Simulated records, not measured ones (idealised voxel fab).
A process module follows: voxel released beams.
Square cell edge 5 nm, section width 160 nm, ID cut.
Square cells in a grid make up a cross-section in this document, and the grid is given as bands, listed from the top down, each one or more rows of cells.
This entry defines a band. It first specifies the height of the band's top and the height of its bottom in nm, and then specifies the band's materials from left to right, stating each material with its width in nm. The word "full width" identifies a single material that fills the band from edge to edge, while the word "blank" identifies empty space.
The level at which height equals 0 is the one under which the wafer, as it arrives, is entirely one material. No lower edge exists for the bottom band, which continues downward and is notated as in "0 down".
So if you see something like "30 to 40" for the width, read it as the top row of the band sitting at the first number and the bottom row at the second, with every row in between moving by the same amount as the last.
Where a step carries "remained the same", the cross-section came out of it unchanged, cell for cell.
Any empty space of 8 cells or more lacking an open way to the top shows up in "Voids, enclosed" as width x height at distance, distance from the left edge, in nm.
Note: text after step settings on the step line = simulator remark on that step.
A step line may carry the setting "overlay nm", which, for steps involving a mask, states the distance by which the mask lay to the right of its intended position; negative values denote displacement to the left.
Steps planned for the process:
1: RECEIVE with material Si
2: CONFORMAL_DEP with material Al2O3, thk nm 10
3: DIRECTIONAL_DEP with material SiO2, thk nm 20
4: PATTERN with tone open, mask id ANCHOR, material resist, width nm 30, thk nm 15, overlay nm 0
5: DIRECTIONAL_ETCH with etch materials SiO2, depth nm 20
6: STRIP with etch materials resist
7: CONFORMAL_DEP with material SiN, thk nm 10
8: PATTERN with tone cover, mask id BEAM, material resist, width nm 115, thk nm 20, overlay nm 0
9: DIRECTIONAL_ETCH with etch materials SiN, depth nm 10
10: STRIP with etch materials resist
11: STRIP with etch materials SiO2
Step 1 complete: cross-section of the wafer as received:
    0 down | Si full width
    Voids, enclosed: none
One mistake in running the module, otherwise start and plan as above: cross-section at the end:
    30 to 20 | blank=20, SiN=15, blank=10, SiN=90, blank=25
    20 to 10 | blank=25, SiN=10, blank=10, SiN=10, blank=105
    10 to 0 | blank=25, SiN=30, blank=105
    0 down | Si full width
    Voids, enclosed: none
Processing error: step 2 was left out
